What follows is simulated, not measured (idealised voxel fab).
process module | voxel self aligned contacts
cross-section cut | 150 nm wide | cells 5 nm
A cross-section is a grid of square cells, given in bands from the top down. A band is one or more rows of cells.
Each band's line starts with the height of the band's top and of its bottom, in nm. Then come its materials from left to right, each with its width in nm. One material with "throughout" fills the band from edge to edge. "air" is empty space.
Height 0 is the level under which the wafer as received is all one material. The lowest band goes on downwards, as in "0 down".
A width such as "30 to 40" changes by the same amount from each row of cells to the next, from the band's top row to its bottom row.
"no change" after a step means that no cell of the cross-section changed.
closed voids: empty space of 8 cells or more with no open way to the top, each as width x height at its distance from the left edge, in nm
after a step's settings: what the simulator itself notes on the step
overlay nm, on a step with a mask: how far to the right of its planned place the mask lay; to the left if negative
plan
1 op RECEIVE | material Si
2 op CONFORMAL_DEP | material SiO2 | thk nm 5
3 op DIRECTIONAL_DEP | material polySi | thk nm 25
4 op DIRECTIONAL_DEP | material SiN | thk nm 20
5 op DIRECTIONAL_DEP | material aC | thk nm 15
6 op PATTERN | tone cover | mask id GATE | material resist | width nm 30 | pitch nm 70 | thk nm 30 | overlay nm 0
7 op DIRECTIONAL_ETCH | etch materials aC | depth nm 15
8 op STRIP | etch materials resist
9 op DIRECTIONAL_ETCH | etch materials SiN | depth nm 20
10 op DIRECTIONAL_ETCH | etch materials polySi | depth nm 25
11 op STRIP | etch materials aC
12 op CONFORMAL_DEP | material SiN | thk nm 10
13 op DIRECTIONAL_ETCH | etch materials SiN | depth nm 10
14 op FILL_DEP | material SiO2 | thk nm 10
15 op CMP | height nm 55
16 op MASKED_ETCH | tone open | mask id CONTACT | width nm 50 | etch materials SiO2 | depth nm 55 | overlay nm 0
17 op CONFORMAL_DEP | material TiN | thk nm 5
18 op FILL_DEP | material W | thk nm 10
19 op CMP | height nm 55
20 op CONFORMAL_DEP | material SiCN | thk nm 5
as received, after step 1
  0 down: Si throughout
  closed voids: none
first wafer at the end, as planned
  60 to 55: SiCN throughout
  55 to 50: SiO2 50 | TiN 20 | W 10 | TiN 20 | SiO2 50
  50 to 30: SiO2 15 | SiN 50 | TiN 5 | W 10 | TiN 5 | SiN 50 | SiO2 15
  30 to 5: SiO2 15 | SiN 10 | polySi 30 | SiN 10 | TiN 5 | W 10 | TiN 5 | SiN 10 | polySi 30 | SiN 10 | SiO2 15
  5 to 0: SiO2 65 | TiN 20 | SiO2 65
  0 down: Si throughout
  closed voids: none
second wafer at the end: like start, like plan, one mistake
  60 to 55: SiCN throughout
  55 to 45: SiO2 50 | TiN 5 to 15 | W 40 to 20 | TiN 5 to 15 | SiO2 50
  45 to 30: SiO2 20 | SiN 40 | TiN 5 | W 20 | TiN 5 | SiN 40 | SiO2 20
  30 to 5: SiO2 20 | SiN 5 | polySi 30 | SiN 5 | TiN 5 | W 20 | TiN 5 | SiN 5 | polySi 30 | SiN 5 | SiO2 20
  5 to 0: SiO2 60 | TiN 30 | SiO2 60
  0 down: Si throughout
  closed voids: none
what went wrong: step 12 ran as: op CONFORMAL_DEP | material SiN | thk nm 5
at the end the second wafer has, in cells: 52 fewer of SiN | 28 more of SiO2 | 24 more of W
